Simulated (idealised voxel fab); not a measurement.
Presented below is a process module, voxel capacitor over wiring.
FYI the section here is cut, 190 nm wide, cells are 5 nm squares.
Cross-section format: a grid of square cells, given as bands from top to bottom; each band is one or more rows of cells. This entry defines a band. It first specifies the height of the band's top and the height of its bottom in nm, and then specifies the band's materials from left to right, stating each material with its width in nm. The word "everywhere" identifies a single material that fills the band from edge to edge, while the word "blank" identifies empty space. A quick word on heights: they are counted from 0, and under that level the wafer as it came to us is one material throughout. The lowest band is different from the rest in having no bottom; it simply continues downward, written as in "from 0 down". Per-row width for "30->40": begins at first number (top row of band), ends at second number (bottom row), increment between rows held constant. Key: "everything unchanged" - step with no changed cell in the cross-section. "Completely enclosed voids" contains a list of empty spaces, each no smaller than 8 cells and without an open way to the top, written in the form width x height at distance with the distance from the left edge and all three in nm. Text after the settings on a step's line: the simulator's own remark on that step. You can add "overlay nm" to a step's line. For a step with a mask, it describes how far the mask lay to the right of its planned position, and a negative number describes a lay to the left.

PROCESS STEPS FORESEEN IN THE PLAN
| 1 | RECEIVE,material Si |
| 2 | CONFORMAL_DEP,material SiO2,thk nm 10 |
| 3 | CONFORMAL_DEP,material SiN,thk nm 5 |
| 4 | DIRECTIONAL_DEP,material lowk,thk nm 25 |
| 5 | PATTERN,tone open,mask id METAL_1,material resist,width nm 30,pitch nm 80,thk nm 20,overlay nm 0 |
| 6 | DIRECTIONAL_ETCH,etch materials lowk,depth nm 25 |
| 7 | DIRECTIONAL_ETCH,etch materials SiN,depth nm 5 |
| 8 | STRIP,etch materials resist |
| 9 | CONFORMAL_DEP,material TiN,thk nm 5 |
| 10 | FILL_DEP,material Cu,thk nm 5 |
| 11 | CMP,height nm 40 |
| 12 | CONFORMAL_DEP,material SiCN,thk nm 5 |
| 13 | DIRECTIONAL_DEP,material lowk,thk nm 10 |
| 14 | MASKED_ETCH,tone open,mask id PLUG_1,width nm 15,etch materials lowk,depth nm 10,overlay nm 0 |
| 15 | MASKED_ETCH,tone open,mask id PLUG_1,width nm 15,etch materials SiCN,depth nm 5,overlay nm 0 |
| 16 | CONFORMAL_DEP,material TiN,thk nm 5 |
| 17 | FILL_DEP,material Ru,thk nm 10 |
| 18 | CMP,height nm 55 |
| 19 | DIRECTIONAL_DEP,material TiN,thk nm 5 |
| 20 | DIRECTIONAL_DEP,material SiN,thk nm 5 |
| 21 | DIRECTIONAL_DEP,material TiN,thk nm 10 |
| 22 | MASKED_ETCH,tone cover,mask id UPPER_PLATE,width nm 55,etch materials TiN,depth nm 10,overlay nm 0 |
| 23 | MASKED_ETCH,tone cover,mask id UPPER_PLATE,width nm 45,etch materials SiN,depth nm 5,overlay nm 0 |
| 24 | MASKED_ETCH,tone cover,mask id LOWER_PLATE,width nm 65,etch materials TiN,depth nm 5,overlay nm 0 |
| 25 | FILL_DEP,material SiO2,thk nm 15 |
| 26 | CMP,height nm 85 |
| 27 | MASKED_ETCH,tone open,mask id PLUG_2,width nm 15,etch materials SiO2,depth nm 10,overlay nm 0 |
| 28 | CONFORMAL_DEP,material TiN,thk nm 5 |
| 29 | FILL_DEP,material Ru,thk nm 10 |
| 30 | CMP,height nm 85 |
| 31 | CONFORMAL_DEP,material SiN,thk nm 5 |
All wafers enter the flow in the same state. The width nm at step 23 differs from wafer to wafer, and the plan gives the value for the first wafer.

STEP 1 COMPLETE: AS-RECEIVED CROSS-SECTION OF THE FIRST OF SEVERAL WAFERS
from 0 down  Si everywhere
Completely enclosed voids: none

MODULE FINISHED, LAST STEP 31 DONE: CROSS-SECTION OF THE FIRST OF SEVERAL WAFERS
from 90 to 85  SiN everywhere
from 85 to 80  SiO2 65, TiN 5, Ru 5, TiN 5, SiO2 110
from 80 to 75  SiO2 65, TiN 15, SiO2 110
from 75 to 65  SiO2 55, TiN 55, SiO2 80
from 65 to 60  SiO2 55, SiN 55, SiO2 80
from 60 to 55  SiO2 50, TiN 65, SiO2 75
from 55 to 45  lowk 55, TiN 5, Ru 5, TiN 5, lowk 120
from 45 to 40  SiCN 55, TiN 15, SiCN 120
from 40 to 15  lowk 40, TiN 5, Cu 20, TiN 5, lowk 50, TiN 5, Cu 20, TiN 5, lowk 40
from 15 to 10  SiN 40, TiN 30, SiN 50, TiN 30, SiN 40
from 10 to 0  SiO2 everywhere
from 0 down  Si everywhere
Completely enclosed voids: none

OF THE SEVERAL WAFERS, THE LAST: CROSS-SECTION AT THE END OF THE MODULE
from 90 to 85  SiN everywhere
from 85 to 80  SiO2 65, TiN 5, Ru 5, TiN 5, SiO2 110
from 80 to 75  SiO2 65, TiN 15, SiO2 110
from 75 to 65  SiO2 55, TiN 55, SiO2 80
from 65 to 60  SiO2 50, SiN 70, SiO2 70
from 60 to 55  SiO2 50, TiN 70, SiO2 70
from 55 to 45  lowk 55, TiN 5, Ru 5, TiN 5, lowk 120
from 45 to 40  SiCN 55, TiN 15, SiCN 120
from 40 to 15  lowk 40, TiN 5, Cu 20, TiN 5, lowk 50, TiN 5, Cu 20, TiN 5, lowk 40
from 15 to 10  SiN 40, TiN 30, SiN 50, TiN 30, SiN 40
from 10 to 0  SiO2 everywhere
from 0 down  Si everywhere
Completely enclosed voids: none

EACH WAFER AT THE END: CELLS OF EACH MATERIAL GAINED (+) OR LOST (-) SINCE IT WAS RECEIVED, THEN ITS CLOSED VOIDS
width nm 45; +40 Cu; +3 Ru; +35 SiCN; +75 SiN; +252 SiO2; +79 TiN; +200 lowk; Completely enclosed voids: none
width nm 50; +40 Cu; +3 Ru; +35 SiCN; +75 SiN; +252 SiO2; +79 TiN; +200 lowk; Completely enclosed voids: none
width nm 55; +40 Cu; +3 Ru; +35 SiCN; +75 SiN; +252 SiO2; +79 TiN; +200 lowk; Completely enclosed voids: none
width nm 60; +40 Cu; +3 Ru; +35 SiCN; +76 SiN; +251 SiO2; +79 TiN; +200 lowk; Completely enclosed voids: none
width nm 65; +40 Cu; +3 Ru; +35 SiCN; +77 SiN; +250 SiO2; +79 TiN; +200 lowk; Completely enclosed voids: none
width nm 70; +40 Cu; +3 Ru; +35 SiCN; +78 SiN; +248 SiO2; +80 TiN; +200 lowk; Completely enclosed voids: none
